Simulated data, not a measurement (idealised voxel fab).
Module name: voxel tone inversion (process module)
In the cross-section labelled cut, the width is 260 nm and each square cell is 5 nm.
Heads up, the way a cross-section reads in here is a grid of square cells, handed over as bands from the top down, with every band being one or more rows of cells. A band entry consists of two parts. The first gives the height of the band's top and the height of its bottom, in nm. The rest lists the band's materials from left to right, each with its width in nm. A single material labelled with the word "everywhere" fills the band from edge to edge, and the word "empty" marks empty space. Heights are measured from 0, the level below which the as-received wafer is all one material; the lowest band has no bottom and continues downward, written as in "0..down". Width spec "30..40" -> top row of cells at first value, bottom row at second value, equal per-row change in between. Given "everything unchanged" for a step, no cell of the cross-section differs between before and after that step. Under "Enclosed empty spaces" you'll find the enclosed gaps, the ones with no way out to the top, that are 8 cells or bigger; each reads width x height at distance, with distance counted from the left edge, everything in nm. Step line, after settings: the simulator's comment on this step. Each step line may optionally specify "overlay nm", which for a step with a mask gives the rightward distance between the mask's planned place and where it lay, a negative value indicating the leftward direction.

Plan
1) op RECEIVE | material Si
2) op CONFORMAL_DEP | material SiCN | thk nm 5
3) op DIRECTIONAL_DEP | material polySi | thk nm 20
4) op PATTERN | tone cover | mask id POSTS | material resist | width nm 20 | pitch nm 40 | thk nm 25 | overlay nm 0
5) op DIRECTIONAL_ETCH | etch materials polySi | depth nm 20
6) op STRIP | etch materials resist
7) op FILL_DEP | material lowk | thk nm 10
8) op CMP | height nm 25
9) op STRIP | etch materials polySi
10) op CONFORMAL_DEP | material TiN | thk nm 5
11) op FILL_DEP | material W | thk nm 5
12) op CMP | height nm 25
13) op CONFORMAL_DEP | material SiN | thk nm 5
Every wafer here starts from the same state; it is the step 13 thk nm that distinguishes them, and the value the plan gives belongs to the first wafer.

As-received cross-section, first of several wafers, post step 1
* 0..down | Si everywhere
* Enclosed empty spaces: none

The first of several wafers, seen in cross-section after the module's last step, step 13
* 30..25 | SiN everywhere
* 25..10 | 100 nm lowk | 5 nm TiN | 10 nm W | 5 nm TiN | 20 nm lowk | 5 nm TiN | 10 nm W | 5 nm TiN | 100 nm lowk
* 10..5 | 100 nm lowk | 20 nm TiN | 20 nm lowk | 20 nm TiN | 100 nm lowk
* 5..0 | SiCN everywhere
* 0..down | Si everywhere
* Enclosed empty spaces: none

Of the several wafers, the last: cross-section at the end of the module
* 45..25 | SiN everywhere
* 25..10 | 100 nm lowk | 5 nm TiN | 10 nm W | 5 nm TiN | 20 nm lowk | 5 nm TiN | 10 nm W | 5 nm TiN | 100 nm lowk
* 10..5 | 100 nm lowk | 20 nm TiN | 20 nm lowk | 20 nm TiN | 100 nm lowk
* 5..0 | SiCN everywhere
* 0..down | Si everywhere
* Enclosed empty spaces: none

For your reference, the table is organized with a row per wafer; each row reflects the wafer at the end of the module, indicating for each material the cells gained (+) or lost (-) since receipt, and thereafter its closed voids
thk nm 5; +52 SiCN; +52 SiN; +20 TiN; +12 W; +176 lowk; Enclosed empty spaces: none
thk nm 10; +52 SiCN; +104 SiN; +20 TiN; +12 W; +176 lowk; Enclosed empty spaces: none
thk nm 15; +52 SiCN; +156 SiN; +20 TiN; +12 W; +176 lowk; Enclosed empty spaces: none
thk nm 20; +52 SiCN; +208 SiN; +20 TiN; +12 W; +176 lowk; Enclosed empty spaces: none
